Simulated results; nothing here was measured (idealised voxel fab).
Proc. module: voxel ribs on slabs
Square cells of 5 nm make up the cross-section cut, whose width is 235 nm.
Cross-section, as written here: a square-cell grid given band by band from the top down, where a band holds one or more rows of cells. Quick guide to a band line: top height, bottom height (nm) up front; then every material left to right with its width in nm. Only one material and it's marked "all across"? Then it fills the band edge to edge. And "empty" just means empty space. Zero point of the height axis is 0; under it, received wafer = one material. Lowest band: continues down indefinitely, "0 and below". A width given as "30->40" starts at the first number in the band's top row and ends at the second number in its bottom row, shifting by an equal amount at every step from row to row. Step note "no alterations made" = no cross-section cell changed. Basically, "Sealed internal cavities" tells you about the enclosed voids: empty spaces with no open way to the top, 8 cells or bigger, each written width x height at distance, where distance is from the left edge, all in nm. Anything after a step's settings on that line? It's the simulator's own note about the step. Steps that use a mask can have "overlay nm" on their line. It says how far the mask sat to the right of where it was meant to be. Negative means to the left.

These are the steps we planned for the process
- 1: RECEIVE with material Si
- 2: DIRECTIONAL_DEP with material SiO2, thk nm 25
- 3: DIRECTIONAL_DEP with material polySi, thk nm 20
- 4: MASKED_ETCH with tone cover, mask id RIB, width nm 20, etch materials polySi, depth nm 5, overlay nm 0
- 5: MASKED_ETCH with tone cover, mask id SLAB, width nm 70, etch materials polySi, depth nm 15, overlay nm 0
- 6: FILL_DEP with material SiO2, thk nm 25
- 7: CMP with height nm 65
- 8: DIRECTIONAL_DEP with material TiN, thk nm 5
- 9: PATTERN with tone cover, mask id HEATER, material resist, width nm 30, thk nm 20, overlay nm 0
- 10: DIRECTIONAL_ETCH with etch materials TiN, depth nm 5
- 11: STRIP with etch materials resist
- 12: CONFORMAL_DEP with material SiO2, thk nm 5

Cross-section, incoming material, after step 1
* 0 and below: Si all across
* Sealed internal cavities: none

First wafer of two, sectioned at end of module; run went per plan
* 75 down to 70: 95 empty; 40 SiO2; 100 empty
* 70 down to 65: 100 SiO2; 30 TiN; 105 SiO2
* 65 down to 45: SiO2 all across
* 45 down to 40: 105 SiO2; 20 polySi; 110 SiO2
* 40 down to 25: 80 SiO2; 70 polySi; 85 SiO2
* 25 down to 0: SiO2 all across
* 0 and below: Si all across
* Sealed internal cavities: none

Cross-sectional view of the second of two wafers upon completion of the module. This wafer shared its starting condition and process plan with the first; one error was made during its execution
* 75 down to 70: 95 empty; 40 SiO2; 100 empty
* 70 down to 65: 100 SiO2; 30 TiN; 105 SiO2
* 65 down to 40: SiO2 all across
* 40 down to 35: 105 SiO2; 20 polySi; 110 SiO2
* 35 down to 25: 80 SiO2; 70 polySi; 85 SiO2
* 25 down to 0: SiO2 all across
* 0 and below: Si all across
* Sealed internal cavities: none
Finding, execution versus plan: step 3: run off-plan, actual operation and settings DIRECTIONAL_DEP with material polySi, thk nm 15
At the finish, the second wafer shows more or fewer cells for some materials than the first does: SiO2: 14 more; polySi: 14 fewer
